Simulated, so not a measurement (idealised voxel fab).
process module | voxel tone inversion
cross-section cut | 195 nm wide | cells 5 nm
A cross-section is a grid of square cells, given in bands from the top down. A band is one or more rows of cells.
Each band's line starts with the height of the band's top and of its bottom, in nm. Then come its materials from left to right, each with its width in nm. One material with "throughout" fills the band from edge to edge. "air" is empty space.
Height 0 is the level under which the wafer as received is all one material. The lowest band goes on downwards, as in "0 down".
A width such as "30 to 40" changes by the same amount from each row of cells to the next, from the band's top row to its bottom row.
"no change" after a step means that no cell of the cross-section changed.
closed voids: empty space of 8 cells or more with no open way to the top, each as width x height at its distance from the left edge, in nm
after a step's settings: what the simulator itself notes on the step
overlay nm, on a step with a mask: how far to the right of its planned place the mask lay; to the left if negative
plan
1 op RECEIVE | material Si
2 op CONFORMAL_DEP | material SiCN | thk nm 10
3 op DIRECTIONAL_DEP | material aC | thk nm 15
4 op PATTERN | tone cover | mask id POSTS | material resist | width nm 25 | pitch nm 55 | thk nm 25 | overlay nm 0
5 op DIRECTIONAL_ETCH | etch materials aC | depth nm 15
6 op STRIP | etch materials resist
7 op FILL_DEP | material lowk | thk nm 5
8 op CMP | height nm 25
9 op STRIP | etch materials aC
as received, after step 1
  0 down: Si throughout
  closed voids: none
a wafer at the end: this start, this plan, one mistake
  25 to 10: SiCN 30 | air 25 | SiCN 30 | air 25 | SiCN 30 | air 25 | SiCN 30
  10 to 0: SiCN throughout
  0 down: Si throughout
  closed voids: none
what went wrong: step 7 ran as: op FILL_DEP | material SiCN | thk nm 5
